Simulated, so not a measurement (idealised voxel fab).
voxel wiring stack: a process module
Displayed cross-section: cut, width of 250 nm, square cells sized 5 nm.
This document writes a cross-section as a grid whose cells are square, and gives it as bands, listed from the top down; one or more rows of cells form a band.
Top, bottom (nm), then materials left to right with widths (nm); lone material tagged "throughout" fills the whole band edge to edge; "air" = empty space.
Height datum 0, below which the as-received substrate wafer is one material. Lowest band open at the bottom, running downward: "0 and below".
It should be noted that a width expressed as "30..40" varies in equal increments from row to row of cells within the band, taking the value of the first number at the top row and that of the second number at the bottom row.
"all unchanged" for a step: no cell of the cross-section changed in that step.
"Entrapped void list" contains a list of empty spaces, each no smaller than 8 cells and without an open way to the top, written in the form width x height at distance with the distance from the left edge and all three in nm.
Whatever follows a step's settings on its line is a remark the simulator itself makes about that step.
You can add "overlay nm" to a step's line. For a step with a mask, it describes how far the mask lay to the right of its planned position, and a negative number describes a lay to the left.
-- Here's what the planned process steps look like
| 1 | RECEIVE [material Si] |
| 2 | CONFORMAL_DEP [material SiO2] [thk nm 15] |
| 3 | CONFORMAL_DEP [material SiN] [thk nm 5] |
| 4 | DIRECTIONAL_DEP [material lowk] [thk nm 25] |
| 5 | MASKED_ETCH [tone open] [mask id METAL_1] [width nm 30] [pitch nm 50] [etch materials lowk] [depth nm 25] [overlay nm 0] |
| 6 | MASKED_ETCH [tone open] [mask id METAL_1] [width nm 30] [pitch nm 50] [etch materials SiN] [depth nm 5] [overlay nm 0] |
| 7 | CONFORMAL_DEP [material TiN] [thk nm 5] |
| 8 | FILL_DEP [material Cu] [thk nm 10] |
| 9 | CMP [height nm 45] |
| 10 | CONFORMAL_DEP [material SiCN] [thk nm 5] |
| 11 | DIRECTIONAL_DEP [material lowk] [thk nm 15] |
| 12 | DIRECTIONAL_DEP [material aC] [thk nm 15] |
| 13 | PATTERN [tone open] [mask id PLUG_1] [material resist] [width nm 15] [pitch nm 50] [thk nm 30] [overlay nm 0] |
| 14 | DIRECTIONAL_ETCH [etch materials aC] [depth nm 15] |
| 15 | STRIP [etch materials resist] |
| 16 | DIRECTIONAL_ETCH [etch materials lowk] [depth nm 15] |
| 17 | DIRECTIONAL_ETCH [etch materials SiCN] [depth nm 5] |
| 18 | STRIP [etch materials aC] |
| 19 | CONFORMAL_DEP [material TiN] [thk nm 5] |
| 20 | FILL_DEP [material W] [thk nm 10] |
| 21 | CMP [height nm 65] |
| 22 | CONFORMAL_DEP [material SiCN] [thk nm 5] |
| 23 | DIRECTIONAL_DEP [material SiO2] [thk nm 20] |
| 24 | DIRECTIONAL_DEP [material aC] [thk nm 15] |
| 25 | PATTERN [tone open] [mask id METAL_2] [material resist] [width nm 30] [pitch nm 50] [thk nm 35] [overlay nm 0] |
| 26 | DIRECTIONAL_ETCH [etch materials aC] [depth nm 15] |
| 27 | STRIP [etch materials resist] |
| 28 | DIRECTIONAL_ETCH [etch materials SiO2] [depth nm 20] |
| 29 | DIRECTIONAL_ETCH [etch materials SiCN] [depth nm 5] |
| 30 | STRIP [etch materials aC] |
| 31 | CONFORMAL_DEP [material TiN] [thk nm 5] |
| 32 | FILL_DEP [material Cu] [thk nm 5] |
| 33 | CMP [height nm 90] |
| 34 | CONFORMAL_DEP [material SiCN] [thk nm 5] |
| 35 | DIRECTIONAL_DEP [material lowk] [thk nm 10] |
| 36 | DIRECTIONAL_DEP [material aC] [thk nm 10] |
| 37 | PATTERN [tone open] [mask id PLUG_2] [material resist] [width nm 15] [pitch nm 50] [thk nm 25] [overlay nm 0] |
| 38 | DIRECTIONAL_ETCH [etch materials aC] [depth nm 10] |
| 39 | STRIP [etch materials resist] |
| 40 | DIRECTIONAL_ETCH [etch materials lowk] [depth nm 10] |
| 41 | DIRECTIONAL_ETCH [etch materials SiCN] [depth nm 5] |
| 42 | STRIP [etch materials aC] |
| 43 | EPI [material Ru] [thk nm 10] |
| 44 | EPI [material Ru] [thk nm 5] |
| 45 | CONFORMAL_DEP [material SiN] [thk nm 5] |
| 46 | DIRECTIONAL_DEP [material SiO2] [thk nm 15] |
| 47 | DIRECTIONAL_DEP [material aC] [thk nm 15] |
| 48 | PATTERN [tone open] [mask id METAL_3] [material resist] [width nm 30] [pitch nm 50] [thk nm 35] [overlay nm 0] |
| 49 | DIRECTIONAL_ETCH [etch materials aC] [depth nm 15] |
| 50 | STRIP [etch materials resist] |
| 51 | DIRECTIONAL_ETCH [etch materials SiO2] [depth nm 15] |
| 52 | DIRECTIONAL_ETCH [etch materials SiN] [depth nm 5] |
| 53 | STRIP [etch materials aC] |
| 54 | CONFORMAL_DEP [material TiN] [thk nm 5] |
| 55 | FILL_DEP [material Cu] [thk nm 5] |
| 56 | CMP [height nm 125] |
| 57 | EPI [material Ru] [thk nm 5] |
| 58 | FILL_DEP [material SiCN] [thk nm 5] |
-- Incoming wafer in cross-section (state: after step 1)
    0 and below: Si throughout
    Entrapped void list: none
-- What the wafer looks like in cross-section after this module, when it starts as shown above and follows the plan above but one mistake is made in running it
    135 down to 130: SiCN throughout
    130 down to 125: 30 nm SiCN, 40 nm Ru, 10 nm SiCN, 40 nm Ru, 10 nm SiCN, 40 nm Ru, 10 nm SiCN, 40 nm Ru, 30 nm SiCN
    125 down to 110: 35 nm SiO2, 5 nm TiN, 20 nm Cu, 5 nm TiN, 20 nm SiO2, 5 nm TiN, 20 nm Cu, 5 nm TiN, 20 nm SiO2, 5 nm TiN, 20 nm Cu, 5 nm TiN, 20 nm SiO2, 5 nm TiN, 20 nm Cu, 5 nm TiN, 35 nm SiO2
    110 down to 105: 35 nm SiN, 30 nm TiN, 20 nm SiN, 30 nm TiN, 20 nm SiN, 30 nm TiN, 20 nm SiN, 30 nm TiN, 35 nm SiN
    105 down to 95: 35 nm lowk, 15 nm Ru, 35 nm lowk, 15 nm Ru, 35 nm lowk, 15 nm Ru, 35 nm lowk, 15 nm Ru, 50 nm lowk
    95 down to 90: 35 nm SiCN, 15 nm Ru, 35 nm SiCN, 15 nm Ru, 35 nm SiCN, 15 nm Ru, 35 nm SiCN, 15 nm Ru, 50 nm SiCN
    90 down to 70: 35 nm SiO2, 5 nm TiN, 20 nm Cu, 5 nm TiN, 20 nm SiO2, 5 nm TiN, 20 nm Cu, 5 nm TiN, 20 nm SiO2, 5 nm TiN, 20 nm Cu, 5 nm TiN, 20 nm SiO2, 5 nm TiN, 20 nm Cu, 5 nm TiN, 35 nm SiO2
    70 down to 65: 35 nm SiCN, 30 nm TiN, 20 nm SiCN, 30 nm TiN, 20 nm SiCN, 30 nm TiN, 20 nm SiCN, 30 nm TiN, 35 nm SiCN
    65 down to 60: W throughout
    60 down to 55: 40 nm TiN, 5 nm W, 45 nm TiN, 5 nm W, 45 nm TiN, 5 nm W, 45 nm TiN, 5 nm W, 55 nm TiN
    55 down to 40: 35 nm lowk, 5 nm TiN, 5 nm W, 5 nm TiN, 35 nm lowk, 5 nm TiN, 5 nm W, 5 nm TiN, 35 nm lowk, 5 nm TiN, 5 nm W, 5 nm TiN, 35 nm lowk, 5 nm TiN, 5 nm W, 5 nm TiN, 50 nm lowk
    40 down to 35: 35 nm SiCN, 15 nm TiN, 35 nm SiCN, 15 nm TiN, 35 nm SiCN, 15 nm TiN, 35 nm SiCN, 15 nm TiN, 50 nm SiCN
    35 down to 20: 35 nm lowk, 5 nm TiN, 20 nm Cu, 5 nm TiN, 20 nm lowk, 5 nm TiN, 20 nm Cu, 5 nm TiN, 20 nm lowk, 5 nm TiN, 20 nm Cu, 5 nm TiN, 20 nm lowk, 5 nm TiN, 20 nm Cu, 5 nm TiN, 35 nm lowk
    20 down to 15: 35 nm SiN, 30 nm TiN, 20 nm SiN, 30 nm TiN, 20 nm SiN, 30 nm TiN, 20 nm SiN, 30 nm TiN, 35 nm SiN
    15 down to 0: SiO2 throughout
    0 and below: Si throughout
    Entrapped void list: none
So what did we get wrong on this run? step 9 changed vs plan, executed as CMP [height nm 35]
